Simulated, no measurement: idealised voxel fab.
Process module heading - voxel released beams
Each square cell in cross-section cut measures 5 nm, and the section as a whole is 230 nm wide.
How to read a cross-section here: the picture is a grid of square cells, written as bands going from the top down, and any band can span one or more rows of cells. For a band, the entry starts with two heights in nm, that of the top and then that of the bottom, and carries on with the band's materials in order from left to right, each alongside its width in nm; the word "throughout" beside a single material means it fills the band edge to edge, and "empty" means empty space. Height reference: 0 = level under which incoming wafer is all one material. Lowest band: no bottom, runs on downward, e.g. "top 0, no bottom". So if you see something like "30 to 40" for the width, read it as the top row of the band sitting at the first number and the bottom row at the second, with every row in between moving by the same amount as the last. "nothing was modified" -> step changed no cross-section cell. In the "Unvented cavities" entry, you get each enclosed empty space of 8 cells or more, one with no open way to the top, written width x height at distance, distance from the left edge, in nm. Post-settings text on a step line: simulator's own remark regarding the step. You can add "overlay nm" to a step's line. For a step with a mask, it describes how far the mask lay to the right of its planned position, and a negative number describes a lay to the left.
## Planned process steps
1 RECEIVE with material Si
2 CONFORMAL_DEP with material SiN, thk nm 10
3 DIRECTIONAL_DEP with material SiO2, thk nm 20
4 PATTERN with tone open, mask id ANCHOR, material resist, width nm 25, thk nm 15, overlay nm 0
5 DIRECTIONAL_ETCH with etch materials SiO2, depth nm 20
6 STRIP with etch materials resist
7 CONFORMAL_DEP with material polySi, thk nm 10
8 PATTERN with tone cover, mask id BEAM, material resist, width nm 90, thk nm 20, overlay nm 0
9 DIRECTIONAL_ETCH with etch materials polySi, depth nm 10
10 STRIP with etch materials resist
11 STRIP with etch materials SiO2
## Cross-section of the wafer at receipt, which is the condition after step 1
	top 0, no bottom: Si throughout
	Unvented cavities: none
## Here's the wafer cut in cross-section after the module, started and planned just like above, except one thing was done wrong in the run
	top 40, bottom 30: empty 65 nm / polySi 40 nm / empty 125 nm
	top 30, bottom 20: empty 60 nm / polySi 10 nm / SiO2 25 nm / polySi 10 nm / empty 125 nm
	top 20, bottom 10: empty 60 nm / polySi 10 nm / SiO2 25 nm / polySi 60 nm / empty 75 nm
	top 10, bottom 0: SiN throughout
	top 0, no bottom: Si throughout
	Unvented cavities: none
Nonconformance to the process plan: step 4 changed vs plan, executed as PATTERN with tone cover, mask id ANCHOR, material resist, width nm 25, thk nm 15, overlay nm 0
